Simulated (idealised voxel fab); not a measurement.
process module | voxel spacer lines
Each square cell in cross-section cut measures 5 nm, and the section as a whole is 160 nm wide.
This document writes a cross-section as a grid whose cells are square, and gives it as bands, listed from the top down; one or more rows of cells form a band.
The entry gives the band's vertical extent as a top height and a bottom height in nm, then its horizontal make-up as materials from left to right, each with a width in nm. "air" stands for empty space; a single material marked "throughout" fills the band edge to edge.
Height datum 0, below which the as-received substrate wafer is one material. Lowest band open at the bottom, running downward: "from 0 down".
A width such as "30->40" changes by the same amount from each row of cells to the next, from the band's top row to its bottom row.
Basically "no alterations made" means that step didn't change any cell in the cross-section.
For the entry "Enclosed void list", the listed items are empty spaces with no open way to the top whose size is 8 cells or more; each item follows the pattern width x height at distance, where distance is from the left edge and all three are in nm.
Read whatever lies past the settings on a step's line as the simulator's own remark about the step.
When a step includes a mask, the "overlay nm" setting on its line states how far to the right of its planned place that mask lay, and negative values state how far to the left.

Set out below are the planned steps of the process
1,RECEIVE, material Si
2,CONFORMAL_DEP, material Al2O3, thk nm 5
3,DIRECTIONAL_DEP, material W, thk nm 15
4,DIRECTIONAL_DEP, material aC, thk nm 20
5,PATTERN, tone cover, mask id MANDREL, material resist, width nm 20, pitch nm 60, thk nm 25, overlay nm 0
6,DIRECTIONAL_ETCH, etch materials aC, depth nm 20
7,STRIP, etch materials resist
8,CONFORMAL_DEP, material SiO2, thk nm 10
9,DIRECTIONAL_ETCH, etch materials SiO2, depth nm 10
10,STRIP, etch materials aC
11,DIRECTIONAL_ETCH, etch materials W, depth nm 15
12,STRIP, etch materials SiO2

Cross-section: wafer on arrival = after step 1
from 0 down = Si throughout
Enclosed void list: none

First of two wafers: cross-section at end of module, run per plan
from 20 to 5 = air: 30; W: 10; air: 20; W: 10; air: 20; W: 10; air: 20; W: 10; air: 30
from 5 to 0 = Al2O3 throughout
from 0 down = Si throughout
Enclosed void list: none

Second wafer of the two, sectioned at the end of the module. It began like the first and followed the same plan, but one mistake was made while running it
from 20 to 5 = air: 40; W: 20; air: 40; W: 20; air: 40
from 5 to 0 = Al2O3 throughout
from 0 down = Si throughout
Enclosed void list: none
What went wrong in running the wafer? planned and actual differ for step 5; actual: PATTERN, tone open, mask id MANDREL, material resist, width nm 20, pitch nm 60, thk nm 25, overlay nm 0
Comparing end states, the material composition by cell count is preserved from the first wafer to the second, while the locations of the cells are not.
